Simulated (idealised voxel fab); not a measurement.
Herein follows the process module entitled voxel transistor to metal.
Pictured: cross-section cut, 185 nm wide, on a grid of 5 nm square cells.
Cross-sections here: square-cell grids, written as top-down lists of bands, a band being one or more rows of cells. Heights first: top, then bottom, in nm. Then materials, left to right, each with a width in nm. "all across" on a single material: fills the band edge to edge. "blank": empty space. It should be noted that heights are counted from 0, beneath which the wafer as supplied is of one material throughout, and that the lowest band possesses no lower boundary but continues downward, as written in "0 and below". The expression "30->40" gives the width at the extremes of the band, the first number at its top row of cells and the second at its bottom row, with the width changing by equal amounts from each row to the next in between. Basically "changes: none" means that step didn't change any cell in the cross-section. Enclosed voids (no open way to top), threshold 8 cells or more, entry "Enclosed void catalog", notation width x height at distance, distance from left edge, nm. Whatever follows a step's settings on its line is a remark the simulator itself makes about that step. Steps that use a mask can have "overlay nm" on their line. It says how far the mask sat to the right of where it was meant to be. Negative means to the left.
# Planned step list for the process
1 RECEIVE: material Si
2 CONFORMAL_DEP: material SiO2, thk nm 5
3 CONFORMAL_DEP: material SiN, thk nm 15
4 DIRECTIONAL_DEP: material aC, thk nm 10
5 PATTERN: tone cover, mask id ACTIVE, material resist, width nm 105, thk nm 25, overlay nm 0
6 DIRECTIONAL_ETCH: etch materials aC, depth nm 10
7 STRIP: etch materials resist
8 DIRECTIONAL_ETCH: etch materials SiN, depth nm 15
9 DIRECTIONAL_ETCH: etch materials SiO2, depth nm 5
10 DIRECTIONAL_ETCH: etch materials Si, depth nm 35
11 STRIP: etch materials aC
12 OXIDIZE: depth nm 5
13 FILL_DEP: material SiO2, thk nm 5
14 CMP: height nm 20
15 SELECTIVE_ETCH: etch materials SiO2, depth nm 10
16 STRIP: etch materials SiN
17 SELECTIVE_ETCH: etch materials SiO2, depth nm 5
18 OXIDIZE: depth nm 5
19 DIRECTIONAL_DEP: material polySi, thk nm 25
20 DIRECTIONAL_DEP: material SiCN, thk nm 10
21 DIRECTIONAL_DEP: material aC, thk nm 15
22 PATTERN: tone cover, mask id GATE, material resist, width nm 35, thk nm 35, overlay nm 0
23 DIRECTIONAL_ETCH: etch materials aC, depth nm 15
24 STRIP: etch materials resist
25 DIRECTIONAL_ETCH: etch materials SiCN, depth nm 20
26 DIRECTIONAL_ETCH: etch materials polySi, depth nm 35
27 STRIP: etch materials aC
28 CONFORMAL_DEP: material SiN, thk nm 10
29 DIRECTIONAL_ETCH: etch materials SiN, depth nm 10
30 DIRECTIONAL_ETCH: etch materials SiO2, depth nm 5
31 DIRECTIONAL_ETCH: etch materials Si, depth nm 5
32 EPI: material SiGe, thk nm 10
33 FILL_DEP: material SiO2, thk nm 5
34 CMP: height nm 25
35 STRIP: etch materials polySi
36 SELECTIVE_ETCH: etch materials SiO2, depth nm 5
37 CONFORMAL_DEP: material HfO2, thk nm 5
38 CONFORMAL_DEP: material TiN, thk nm 5
39 FILL_DEP: material W, thk nm 5
40 CMP: height nm 20
41 DIRECTIONAL_DEP: material SiO2, thk nm 10
42 DIRECTIONAL_DEP: material aC, thk nm 15
43 PATTERN: tone open, mask id CONTACT, material resist, width nm 15, pitch nm 80, thk nm 30, overlay nm 0
44 DIRECTIONAL_ETCH: etch materials aC, depth nm 15
45 STRIP: etch materials resist
46 DIRECTIONAL_ETCH: etch materials SiO2, depth nm 30
47 STRIP: etch materials aC
48 CONFORMAL_DEP: material TiN, thk nm 5
49 FILL_DEP: material Ru, thk nm 5
50 CMP: height nm 30
51 DIRECTIONAL_DEP: material TiN, thk nm 5
52 DIRECTIONAL_DEP: material W, thk nm 20
53 PATTERN: tone cover, mask id METAL_1, material resist, width nm 15, pitch nm 80, thk nm 15, overlay nm 0
54 DIRECTIONAL_ETCH: etch materials W, depth nm 20
55 DIRECTIONAL_ETCH: etch materials TiN, depth nm 5
56 STRIP: etch materials resist
57 FILL_DEP: material SiO2, thk nm 10
58 CMP: height nm 55
59 CONFORMAL_DEP: material SiCN, thk nm 5
60 DIRECTIONAL_DEP: material lowk, thk nm 30
61 MASKED_ETCH: tone open, mask id METAL_2, width nm 15, pitch nm 80, etch materials lowk, depth nm 20, overlay nm 0
62 MASKED_ETCH: tone open, mask id METAL_2_HOLES, width nm 15, pitch nm 80, etch materials lowk, depth nm 10, overlay nm 0
63 MASKED_ETCH: tone open, mask id METAL_2_HOLES, width nm 15, pitch nm 80, etch materials SiCN, depth nm 5, overlay nm 0
64 CONFORMAL_DEP: material TiN, thk nm 5
65 FILL_DEP: material Cu, thk nm 10
66 CMP: height nm 90
67 CONFORMAL_DEP: material SiN, thk nm 5
# First of two wafers - as planned
# Cross-section of the wafer upon arrival, representing the state reached after step 1
- 0 and below: Si all across
- Enclosed void catalog: none
# Wafer after step 2 (cross-section)
- 5 down to 0: SiO2 all across
- Everything below 0 is unchanged.
# Wafer after step 3 (cross-section)
- 20 down to 5: SiN all across
- Everything below 5 is unchanged.
# Wafer after step 4 (cross-section)
- 30 down to 20: aC all across
- Everything below 20 is unchanged.
# Wafer after step 5 (cross-section)
- 55 down to 30: blank=40; resist=105; blank=40
- Everything below 30 is unchanged.
# Wafer after step 6 (cross-section)
- 45 down to 30: blank=40; resist=105; blank=40
- 30 down to 20: blank=40; aC=105; blank=40
- Everything below 20 is unchanged.
# Wafer after step 7 (cross-section)
- 30 down to 20: blank=40; aC=105; blank=40
- Everything below 20 is unchanged.
# Wafer after step 8 (cross-section)
- 30 down to 20: blank=40; aC=105; blank=40
- 20 down to 5: blank=40; SiN=105; blank=40
- Everything below 5 is unchanged.
# Wafer after step 9 (cross-section)
- 30 down to 20: blank=40; aC=105; blank=40
- 20 down to 5: blank=40; SiN=105; blank=40
- 5 down to 0: blank=40; SiO2=105; blank=40
- Everything below 0 is unchanged.
# Wafer after step 10 (cross-section)
- 30 down to 20: blank=40; aC=105; blank=40
- 20 down to 5: blank=40; SiN=105; blank=40
- 5 down to 0: blank=40; SiO2=105; blank=40
- 0 down to -35: blank=40; Si=105; blank=40
- Everything below -35 is unchanged.
# Wafer after step 11 (cross-section)
- 20 down to 5: blank=40; SiN=105; blank=40
- Everything below 5 is unchanged.
# Wafer after step 12 (cross-section)
- 20 down to 5: blank=40; SiN=105; blank=40
- 5 down to 0: blank=40; SiO2=105; blank=40
- 0 down to -35: blank=40; SiO2=5; Si=95; SiO2=5; blank=40
- -35 down to -40: SiO2=45; Si=95; SiO2=45
- Everything below -40 is unchanged.
# Wafer after step 13 (cross-section)
- 25 down to 20: SiO2 all across
- 20 down to 5: SiO2=40; SiN=105; SiO2=40
- 5 down to 0: SiO2 all across
- 0 down to -40: SiO2=45; Si=95; SiO2=45
- Everything below -40 is unchanged.
# Wafer after step 14 (cross-section)
- 20 down to 5: SiO2=40; SiN=105; SiO2=40
- Everything below 5 is unchanged.
# Wafer after step 15 (cross-section)
- 20 down to 10: blank=40; SiN=105; blank=40
- Everything below 10 is unchanged.
# Wafer after step 16 (cross-section)
- 10 down to 5: SiO2=40; blank=105; SiO2=40
- Everything below 5 is unchanged.
# Wafer after step 17 (cross-section)
- 5 down to 0: SiO2=35; blank=115; SiO2=35
- Everything below 0 is unchanged.
# Wafer after step 18 (cross-section)
- 5 down to 0: SiO2=35; blank=115; SiO2=35
- 0 down to -5: SiO2 all across
- Everything below -5 is unchanged.
# Wafer after step 19 (cross-section)
- 30 down to 25: polySi=35; blank=115; polySi=35
- 25 down to 5: polySi all across
- 5 down to 0: SiO2=35; polySi=115; SiO2=35
- Everything below 0 is unchanged.
# Wafer after step 20 (cross-section)
- 40 down to 35: SiCN=35; blank=115; SiCN=35
- 35 down to 30: SiCN all across
- 30 down to 25: polySi=35; SiCN=115; polySi=35
- Everything below 25 is unchanged.
# Wafer after step 21 (cross-section)
- 55 down to 50: aC=35; blank=115; aC=35
- 50 down to 40: aC all across
- 40 down to 35: SiCN=35; aC=115; SiCN=35
- Everything below 35 is unchanged.
# Wafer after step 22 (cross-section)
- 90 down to 55: blank=75; resist=35; blank=75
- 55 down to 50: aC=35; blank=40; resist=35; blank=40; aC=35
- Everything below 50 is unchanged.
# Wafer after step 23 (cross-section)
- 75 down to 50: blank=75; resist=35; blank=75
- 50 down to 40: blank=75; aC=35; blank=75
- 40 down to 35: SiCN=35; blank=40; aC=35; blank=40; SiCN=35
- Everything below 35 is unchanged.
# Wafer after step 24 (cross-section)
- 50 down to 40: blank=75; aC=35; blank=75
- Everything below 40 is unchanged.
# Wafer after step 25 (cross-section)
- 50 down to 35: blank=75; aC=35; blank=75
- 35 down to 30: blank=75; SiCN=35; blank=75
- 30 down to 25: polySi=35; blank=40; SiCN=35; blank=40; polySi=35
- Everything below 25 is unchanged.
# Wafer after step 26 (cross-section)
- 50 down to 35: blank=75; aC=35; blank=75
- 35 down to 25: blank=75; SiCN=35; blank=75
- 25 down to 5: blank=75; polySi=35; blank=75
- 5 down to 0: SiO2=35; blank=40; polySi=35; blank=40; SiO2=35
- Everything below 0 is unchanged.
# Wafer after step 27 (cross-section)
- 35 down to 25: blank=75; SiCN=35; blank=75
- Everything below 25 is unchanged.
# Wafer after step 28 (cross-section)
- 45 down to 35: blank=65; SiN=55; blank=65
- 35 down to 25: blank=65; SiN=10; SiCN=35; SiN=10; blank=65
- 25 down to 15: blank=65; SiN=10; polySi=35; SiN=10; blank=65
- 15 down to 10: SiN=45; blank=20; SiN=10; polySi=35; SiN=10; blank=20; SiN=45
- 10 down to 5: SiN=75; polySi=35; SiN=75
- 5 down to 0: SiO2=35; SiN=40; polySi=35; SiN=40; SiO2=35
- Everything below 0 is unchanged.
# Wafer after step 29 (cross-section)
- 35 down to 25: blank=65; SiN=10; SiCN=35; SiN=10; blank=65
- 25 down to 5: blank=65; SiN=10; polySi=35; SiN=10; blank=65
- 5 down to 0: SiO2=35; SiN=10; blank=20; SiN=10; polySi=35; SiN=10; blank=20; SiN=10; SiO2=35
- Everything below 0 is unchanged.
# Wafer after step 30 (cross-section)
- 35 down to 25: blank=65; SiN=10; SiCN=35; SiN=10; blank=65
- 25 down to 5: blank=65; SiN=10; polySi=35; SiN=10; blank=65
- 5 down to 0: blank=35; SiN=10; blank=20; SiN=10; polySi=35; SiN=10; blank=20; SiN=10; blank=35
- 0 down to -5: SiO2=45; blank=20; SiO2=55; blank=20; SiO2=45
- Everything below -5 is unchanged.
# Wafer after step 31 (cross-section)
- 35 down to 25: blank=65; SiN=10; SiCN=35; SiN=10; blank=65
- 25 down to 5: blank=65; SiN=10; polySi=35; SiN=10; blank=65
- 5 down to 0: blank=35; SiN=10; blank=20; SiN=10; polySi=35; SiN=10; blank=20; SiN=10; blank=35
- 0 down to -5: SiO2=45; blank=20; SiO2=55; blank=20; SiO2=45
- -5 down to -10: SiO2=45; blank=20; Si=55; blank=20; SiO2=45
- Everything below -10 is unchanged.
# Wafer after step 32 (cross-section)
- 35 down to 25: blank=65; SiN=10; SiCN=35; SiN=10; blank=65
- 25 down to 5: blank=65; SiN=10; polySi=35; SiN=10; blank=65
- 5 down to 0: blank=35; SiN=10; blank=10; SiGe=10; SiN=10; polySi=35; SiN=10; SiGe=10; blank=10; SiN=10; blank=35
- 0 down to -5: SiO2=45; SiGe=20; SiO2=55; SiGe=20; SiO2=45
- -5 down to -10: SiO2=45; SiGe=20; Si=55; SiGe=20; SiO2=45
- Everything below -10 is unchanged.
# Wafer after step 33 (cross-section)
- 40 down to 35: SiO2 all across
- 35 down to 25: SiO2=65; SiN=10; SiCN=35; SiN=10; SiO2=65
- 25 down to 5: SiO2=65; SiN=10; polySi=35; SiN=10; SiO2=65
- 5 down to 0: SiO2=35; SiN=10; SiO2=10; SiGe=10; SiN=10; polySi=35; SiN=10; SiGe=10; SiO2=10; SiN=10; SiO2=35
- Everything below 0 is unchanged.
# Wafer after step 34 (cross-section)
- 25 down to 5: SiO2=65; SiN=10; polySi=35; SiN=10; SiO2=65
- Everything below 5 is unchanged.
# Wafer after step 35 (cross-section)
- 25 down to 5: SiO2=65; SiN=10; blank=35; SiN=10; SiO2=65
- 5 down to 0: SiO2=35; SiN=10; SiO2=10; SiGe=10; SiN=10; blank=35; SiN=10; SiGe=10; SiO2=10; SiN=10; SiO2=35
- Everything below 0 is unchanged.
# Wafer after step 36 (cross-section)
- 25 down to 20: blank=65; SiN=10; blank=35; SiN=10; blank=65
- 20 down to 5: SiO2=65; SiN=10; blank=35; SiN=10; SiO2=65
- 5 down to 0: SiO2=35; SiN=10; SiO2=10; SiGe=10; SiN=10; blank=35; SiN=10; SiGe=10; SiO2=10; SiN=10; SiO2=35
- 0 down to -5: SiO2=45; SiGe=20; SiO2=5; blank=45; SiO2=5; SiGe=20; SiO2=45
- Everything below -5 is unchanged.
# Wafer after step 37 (cross-section)
- 30 down to 25: blank=60; HfO2=20; blank=25; HfO2=20; blank=60
- 25 down to 20: HfO2=65; SiN=10; HfO2=5; blank=25; HfO2=5; SiN=10; HfO2=65
- 20 down to 5: SiO2=65; SiN=10; HfO2=5; blank=25; HfO2=5; SiN=10; SiO2=65
- 5 down to 0: SiO2=35; SiN=10; SiO2=10; SiGe=10; SiN=10; HfO2=5; blank=25; HfO2=5; SiN=10; SiGe=10; SiO2=10; SiN=10; SiO2=35
- 0 down to -5: SiO2=45; SiGe=20; SiO2=5; HfO2=45; SiO2=5; SiGe=20; SiO2=45
- Everything below -5 is unchanged.
# Wafer after step 38 (cross-section)
- 35 down to 30: blank=55; TiN=30; blank=15; TiN=30; blank=55
- 30 down to 25: TiN=60; HfO2=20; TiN=5; blank=15; TiN=5; HfO2=20; TiN=60
- 25 down to 20: HfO2=65; SiN=10; HfO2=5; TiN=5; blank=15; TiN=5; HfO2=5; SiN=10; HfO2=65
- 20 down to 5: SiO2=65; SiN=10; HfO2=5; TiN=5; blank=15; TiN=5; HfO2=5; SiN=10; SiO2=65
- 5 down to 0: SiO2=35; SiN=10; SiO2=10; SiGe=10; SiN=10; HfO2=5; TiN=25; HfO2=5; SiN=10; SiGe=10; SiO2=10; SiN=10; SiO2=35
- Everything below 0 is unchanged.
# Wafer after step 39 (cross-section)
- 40 down to 35: W all across
- 35 down to 30: W=55; TiN=30; W=15; TiN=30; W=55
- 30 down to 25: TiN=60; HfO2=20; TiN=5; W=15; TiN=5; HfO2=20; TiN=60
- 25 down to 20: HfO2=65; SiN=10; HfO2=5; TiN=5; W=15; TiN=5; HfO2=5; SiN=10; HfO2=65
- 20 down to 5: SiO2=65; SiN=10; HfO2=5; TiN=5; W=15; TiN=5; HfO2=5; SiN=10; SiO2=65
- Everything below 5 is unchanged.
# Wafer after step 40 (cross-section)
- 20 down to 5: SiO2=65; SiN=10; HfO2=5; TiN=5; W=15; TiN=5; HfO2=5; SiN=10; SiO2=65
- Everything below 5 is unchanged.
# Wafer after step 41 (cross-section)
- 30 down to 20: SiO2 all across
- Everything below 20 is unchanged.
# Wafer after step 42 (cross-section)
- 45 down to 30: aC all across
- Everything below 30 is unchanged.
# Wafer after step 43 (cross-section)
- 75 down to 45: resist=45; blank=15; resist=65; blank=15; resist=45
- Everything below 45 is unchanged.
# Wafer after step 44 (cross-section)
- 60 down to 45: resist=45; blank=15; resist=65; blank=15; resist=45
- 45 down to 30: aC=45; blank=15; aC=65; blank=15; aC=45
- Everything below 30 is unchanged.
# Wafer after step 45 (cross-section)
- 45 down to 30: aC=45; blank=15; aC=65; blank=15; aC=45
- Everything below 30 is unchanged.
# Wafer after step 46 (cross-section)
- 45 down to 30: aC=45; blank=15; aC=65; blank=15; aC=45
- 30 down to 20: SiO2=45; blank=15; SiO2=65; blank=15; SiO2=45
- 20 down to 5: SiO2=45; blank=15; SiO2=5; SiN=10; HfO2=5; TiN=5; W=15; TiN=5; HfO2=5; SiN=10; SiO2=5; blank=15; SiO2=45
- 5 down to 0: SiO2=35; SiN=10; blank=10; SiGe=10; SiN=10; HfO2=5; TiN=25; HfO2=5; SiN=10; SiGe=10; blank=10; SiN=10; SiO2=35
- Everything below 0 is unchanged.
# Wafer after step 47 (cross-section)
- 30 down to 20: SiO2=45; blank=15; SiO2=65; blank=15; SiO2=45
- Everything below 20 is unchanged.
# Wafer after step 48 (cross-section)
- 35 down to 30: TiN=50; blank=5; TiN=75; blank=5; TiN=50
- 30 down to 20: SiO2=45; TiN=5; blank=5; TiN=5; SiO2=65; TiN=5; blank=5; TiN=5; SiO2=45
- 20 down to 10: SiO2=45; TiN=5; blank=5; TiN=5; SiO2=5; SiN=10; HfO2=5; TiN=5; W=15; TiN=5; HfO2=5; SiN=10; SiO2=5; TiN=5; blank=5; TiN=5; SiO2=45
- 10 down to 5: SiO2=45; TiN=15; SiO2=5; SiN=10; HfO2=5; TiN=5; W=15; TiN=5; HfO2=5; SiN=10; SiO2=5; TiN=15; SiO2=45
- 5 down to 0: SiO2=35; SiN=10; TiN=10; SiGe=10; SiN=10; HfO2=5; TiN=25; HfO2=5; SiN=10; SiGe=10; TiN=10; SiN=10; SiO2=35
- Everything below 0 is unchanged.
# Wafer after step 49 (cross-section)
- 40 down to 35: Ru all across
- 35 down to 30: TiN=50; Ru=5; TiN=75; Ru=5; TiN=50
- 30 down to 20: SiO2=45; TiN=5; Ru=5; TiN=5; SiO2=65; TiN=5; Ru=5; TiN=5; SiO2=45
- 20 down to 10: SiO2=45; TiN=5; Ru=5; TiN=5; SiO2=5; SiN=10; HfO2=5; TiN=5; W=15; TiN=5; HfO2=5; SiN=10; SiO2=5; TiN=5; Ru=5; TiN=5; SiO2=45
- Everything below 10 is unchanged.
# Wafer after step 50 (cross-section)
- 30 down to 20: SiO2=45; TiN=5; Ru=5; TiN=5; SiO2=65; TiN=5; Ru=5; TiN=5; SiO2=45
- Everything below 20 is unchanged.
# Wafer after step 51 (cross-section)
- 35 down to 30: TiN all across
- Everything below 30 is unchanged.
# Wafer after step 52 (cross-section)
- 55 down to 35: W all across
- Everything below 35 is unchanged.
# Wafer after step 53 (cross-section)
- 70 down to 55: blank=45; resist=15; blank=65; resist=15; blank=45
- Everything below 55 is unchanged.
# Wafer after step 54 (cross-section)
- 70 down to 55: blank=45; resist=15; blank=65; resist=15; blank=45
- 55 down to 35: blank=45; W=15; blank=65; W=15; blank=45
- Everything below 35 is unchanged.
# Wafer after step 55 (cross-section)
- 70 down to 55: blank=45; resist=15; blank=65; resist=15; blank=45
- 55 down to 35: blank=45; W=15; blank=65; W=15; blank=45
- 35 down to 30: blank=45; TiN=15; blank=65; TiN=15; blank=45
- Everything below 30 is unchanged.
# Wafer after step 56 (cross-section)
- 55 down to 35: blank=45; W=15; blank=65; W=15; blank=45
- Everything below 35 is unchanged.
# Wafer after step 57 (cross-section)
- 65 down to 55: SiO2 all across
- 55 down to 35: SiO2=45; W=15; SiO2=65; W=15; SiO2=45
- 35 down to 30: SiO2=45; TiN=15; SiO2=65; TiN=15; SiO2=45
- Everything below 30 is unchanged.
# Wafer after step 58 (cross-section)
- 55 down to 35: SiO2=45; W=15; SiO2=65; W=15; SiO2=45
- Everything below 35 is unchanged.
# Wafer after step 59 (cross-section)
- 60 down to 55: SiCN all across
- Everything below 55 is unchanged.
# Wafer after step 60 (cross-section)
- 90 down to 60: lowk all across
- Everything below 60 is unchanged.
# Wafer after step 61 (cross-section)
- 90 down to 70: lowk=45; blank=15; lowk=65; blank=15; lowk=45
- Everything below 70 is unchanged.
# Wafer after step 62 (cross-section)
- 90 down to 60: lowk=45; blank=15; lowk=65; blank=15; lowk=45
- Everything below 60 is unchanged.
# Wafer after step 63 (cross-section)
- 90 down to 60: lowk=45; blank=15; lowk=65; blank=15; lowk=45
- 60 down to 55: SiCN=45; blank=15; SiCN=65; blank=15; SiCN=45
- Everything below 55 is unchanged.
# Wafer after step 64 (cross-section)
- 95 down to 90: TiN=50; blank=5; TiN=75; blank=5; TiN=50
- 90 down to 60: lowk=45; TiN=5; blank=5; TiN=5; lowk=65; TiN=5; blank=5; TiN=5; lowk=45
- 60 down to 55: SiCN=45; TiN=15; SiCN=65; TiN=15; SiCN=45
- Everything below 55 is unchanged.
# Wafer after step 65 (cross-section)
- 105 down to 95: Cu all across
- 95 down to 90: TiN=50; Cu=5; TiN=75; Cu=5; TiN=50
- 90 down to 60: lowk=45; TiN=5; Cu=5; TiN=5; lowk=65; TiN=5; Cu=5; TiN=5; lowk=45
- Everything below 60 is unchanged.
# Wafer after step 66 (cross-section)
- 90 down to 60: lowk=45; TiN=5; Cu=5; TiN=5; lowk=65; TiN=5; Cu=5; TiN=5; lowk=45
- Everything below 60 is unchanged.
# Wafer after step 67 (cross-section)
- 95 down to 90: SiN all across
- Everything below 90 is unchanged.
# Second wafer, same starting conditions and recipe as the first, one mistake in executing it, nothing differs from the first up to and including step 42
# Here is the second wafer in cross-section at the point where step 43 of the plan should have been done
- 75 down to 45: resist=50; blank=15; resist=65; blank=15; resist=40
- Everything below 45 is unchanged.
# Here is the second wafer in cross-section at the point where step 44 of the plan should have been done
- 60 down to 45: resist=50; blank=15; resist=65; blank=15; resist=40
- 45 down to 30: aC=50; blank=15; aC=65; blank=15; aC=40
- Everything below 30 is unchanged.
# Here is the second wafer in cross-section at the point where step 45 of the plan should have been done
- 45 down to 30: aC=50; blank=15; aC=65; blank=15; aC=40
- Everything below 30 is unchanged.
# Here is the second wafer in cross-section at the point where step 46 of the plan should have been done
- 45 down to 30: aC=50; blank=15; aC=65; blank=15; aC=40
- 30 down to 20: SiO2=50; blank=15; SiO2=65; blank=15; SiO2=40
- 20 down to 5: SiO2=50; blank=15; SiN=10; HfO2=5; TiN=5; W=15; TiN=5; HfO2=5; SiN=10; SiO2=10; blank=15; SiO2=40
- 5 down to 0: SiO2=35; SiN=10; SiO2=5; blank=5; SiGe=10; SiN=10; HfO2=5; TiN=25; HfO2=5; SiN=10; SiGe=10; blank=10; SiN=10; SiO2=35
- Everything below 0 is unchanged.
# Here is the second wafer in cross-section at the point where step 47 of the plan should have been done
- 30 down to 20: SiO2=50; blank=15; SiO2=65; blank=15; SiO2=40
- Everything below 20 is unchanged.
# Here is the second wafer in cross-section at the point where step 48 of the plan should have been done
- 35 down to 30: TiN=55; blank=5; TiN=75; blank=5; TiN=45
- 30 down to 20: SiO2=50; TiN=5; blank=5; TiN=5; SiO2=65; TiN=5; blank=5; TiN=5; SiO2=40
- 20 down to 10: SiO2=50; TiN=5; blank=5; TiN=5; SiN=10; HfO2=5; TiN=5; W=15; TiN=5; HfO2=5; SiN=10; SiO2=10; TiN=5; blank=5; TiN=5; SiO2=40
- 10 down to 5: SiO2=50; TiN=15; SiN=10; HfO2=5; TiN=5; W=15; TiN=5; HfO2=5; SiN=10; SiO2=10; TiN=15; SiO2=40
- 5 down to 0: SiO2=35; SiN=10; SiO2=5; TiN=5; SiGe=10; SiN=10; HfO2=5; TiN=25; HfO2=5; SiN=10; SiGe=10; TiN=10; SiN=10; SiO2=35
- Everything below 0 is unchanged.
# Here is the second wafer in cross-section at the point where step 49 of the plan should have been done
- 40 down to 35: Ru all across
- 35 down to 30: TiN=55; Ru=5; TiN=75; Ru=5; TiN=45
- 30 down to 20: SiO2=50; TiN=5; Ru=5; TiN=5; SiO2=65; TiN=5; Ru=5; TiN=5; SiO2=40
- 20 down to 10: SiO2=50; TiN=5; Ru=5; TiN=5; SiN=10; HfO2=5; TiN=5; W=15; TiN=5; HfO2=5; SiN=10; SiO2=10; TiN=5; Ru=5; TiN=5; SiO2=40
- Everything below 10 is unchanged.
# Here is the second wafer in cross-section at the point where step 50 of the plan should have been done
- 30 down to 20: SiO2=50; TiN=5; Ru=5; TiN=5; SiO2=65; TiN=5; Ru=5; TiN=5; SiO2=40
- Everything below 20 is unchanged.
# Here is the second wafer in cross-section at the point where step 51 of the plan should have been done
- 35 down to 30: TiN all across
- Everything below 30 is unchanged.
# Here is the second wafer in cross-section at the point where step 52 of the plan should have been done
- 55 down to 35: W all across
- Everything below 35 is unchanged.
# Here is the second wafer in cross-section at the point where step 53 of the plan should have been done
- 70 down to 55: blank=45; resist=15; blank=65; resist=15; blank=45
- Everything below 55 is unchanged.
# Here is the second wafer in cross-section at the point where step 54 of the plan should have been done
- 70 down to 55: blank=45; resist=15; blank=65; resist=15; blank=45
- 55 down to 35: blank=45; W=15; blank=65; W=15; blank=45
- Everything below 35 is unchanged.
# Here is the second wafer in cross-section at the point where step 55 of the plan should have been done
- 70 down to 55: blank=45; resist=15; blank=65; resist=15; blank=45
- 55 down to 35: blank=45; W=15; blank=65; W=15; blank=45
- 35 down to 30: blank=45; TiN=15; blank=65; TiN=15; blank=45
- Everything below 30 is unchanged.
# Here is the second wafer in cross-section at the point where step 56 of the plan should have been done
- 55 down to 35: blank=45; W=15; blank=65; W=15; blank=45
- Everything below 35 is unchanged.
# Here is the second wafer in cross-section at the point where step 57 of the plan should have been done
- 65 down to 55: SiO2 all across
- 55 down to 35: SiO2=45; W=15; SiO2=65; W=15; SiO2=45
- 35 down to 30: SiO2=45; TiN=15; SiO2=65; TiN=15; SiO2=45
- Everything below 30 is unchanged.
# Here is the second wafer in cross-section at the point where step 58 of the plan should have been done
- 55 down to 35: SiO2=45; W=15; SiO2=65; W=15; SiO2=45
- Everything below 35 is unchanged.
# Here is the second wafer in cross-section at the point where step 59 of the plan should have been done
- 60 down to 55: SiCN all across
- Everything below 55 is unchanged.
# Here is the second wafer in cross-section at the point where step 60 of the plan should have been done
- 90 down to 60: lowk all across
- Everything below 60 is unchanged.
# Here is the second wafer in cross-section at the point where step 61 of the plan should have been done
- 90 down to 70: lowk=45; blank=15; lowk=65; blank=15; lowk=45
- Everything below 70 is unchanged.
# Here is the second wafer in cross-section at the point where step 62 of the plan should have been done
- 90 down to 60: lowk=45; blank=15; lowk=65; blank=15; lowk=45
- Everything below 60 is unchanged.
# Here is the second wafer in cross-section at the point where step 63 of the plan should have been done
- 90 down to 60: lowk=45; blank=15; lowk=65; blank=15; lowk=45
- 60 down to 55: SiCN=45; blank=15; SiCN=65; blank=15; SiCN=45
- Everything below 55 is unchanged.
# Here is the second wafer in cross-section at the point where step 64 of the plan should have been done
- 95 down to 90: TiN=50; blank=5; TiN=75; blank=5; TiN=50
- 90 down to 60: lowk=45; TiN=5; blank=5; TiN=5; lowk=65; TiN=5; blank=5; TiN=5; lowk=45
- 60 down to 55: SiCN=45; TiN=15; SiCN=65; TiN=15; SiCN=45
- Everything below 55 is unchanged.
# Here is the second wafer in cross-section at the point where step 65 of the plan should have been done
- 105 down to 95: Cu all across
- 95 down to 90: TiN=50; Cu=5; TiN=75; Cu=5; TiN=50
- 90 down to 60: lowk=45; TiN=5; Cu=5; TiN=5; lowk=65; TiN=5; Cu=5; TiN=5; lowk=45
- Everything below 60 is unchanged.
# Here is the second wafer in cross-section at the point where step 66 of the plan should have been done
- 90 down to 60: lowk=45; TiN=5; Cu=5; TiN=5; lowk=65; TiN=5; Cu=5; TiN=5; lowk=45
- Everything below 60 is unchanged.
# Here is the second wafer in cross-section at the point where step 67 of the plan should have been done
- 95 down to 90: SiN all across
- Everything below 90 is unchanged.
Deviation from plan: step 43, actual vs plan mismatch, actual run PATTERN: tone open, mask id CONTACT, material resist, width nm 15, pitch nm 80, thk nm 30, overlay nm 5
The second wafer ends with more or fewer cells of some materials than the first, per final count: SiO2 +1, TiN -1
